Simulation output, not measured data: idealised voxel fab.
Module name: voxel spacer lines (process module)
For reference, the cross-section in this document is cut, with width 285 nm and square cells of 5 nm.
If you're reading a cross-section in this doc, picture square cells in a grid; it comes to you as bands, top ones listed first down to the bottom, and a band can be one or more rows of cells. Per band: top height and bottom height in nm, followed by the left-to-right materials and their widths in nm; "all across" marks a single material spanning edge to edge, "empty" marks empty space. The level at which height equals 0 is the one under which the wafer, as it arrives, is entirely one material. No lower edge exists for the bottom band, which continues downward and is notated as in "0 nm and below". Width "30->40": first value at the band's top row of cells, second value at its bottom row, equal change from row to row. Where a step carries "everything unchanged", the cross-section came out of it unchanged, cell for cell. Look at "Closed void listing" for the closed voids: empty spaces with no open path to the top, sized 8 cells or up. Each is width x height at distance, distance from the left edge, all nm. Past the settings on a step's line: simulator remark, on that step. "overlay nm" denotes, for a step that has a mask, the displacement of the mask to the right of its planned place, with negative values corresponding to the left.

Process steps foreseen in the plan:
step 1: RECEIVE: material Si
step 2: CONFORMAL_DEP: material Al2O3, thk nm 10
step 3: DIRECTIONAL_DEP: material W, thk nm 10
step 4: DIRECTIONAL_DEP: material polySi, thk nm 30
step 5: PATTERN: tone cover, mask id MANDREL, material resist, width nm 20, pitch nm 60, thk nm 40, overlay nm -15
step 6: DIRECTIONAL_ETCH: etch materials polySi, depth nm 30
step 7: STRIP: etch materials resist
step 8: CONFORMAL_DEP: material SiO2, thk nm 10
step 9: DIRECTIONAL_ETCH: etch materials SiO2, depth nm 10
step 10: STRIP: etch materials polySi
step 11: DIRECTIONAL_ETCH: etch materials W, depth nm 10
step 12: STRIP: etch materials SiO2
The plan shows the overlay nm of step 5 as the first wafer had it; this setting differs between the wafers, which start out alike.

The as-received cross-section of the first of several wafers corresponds to the state after step 1:
> 0 nm and below: Si all across
> Closed void listing: none

Row per wafer, end-of-module: cell gain (+)/loss (-) by material since the wafer came in, then closed voids:
overlay nm -15 | +114 Al2O3 | +16 W | Closed void listing: none
overlay nm -10 | +114 Al2O3 | +16 W | Closed void listing: none
overlay nm -5 | +114 Al2O3 | +16 W | Closed void listing: none
overlay nm 0 | +114 Al2O3 | +16 W | Closed void listing: none
overlay nm 5 | +114 Al2O3 | +16 W | Closed void listing: none
overlay nm 10 | +114 Al2O3 | +16 W | Closed void listing: none
overlay nm 15 | +114 Al2O3 | +16 W | Closed void listing: none
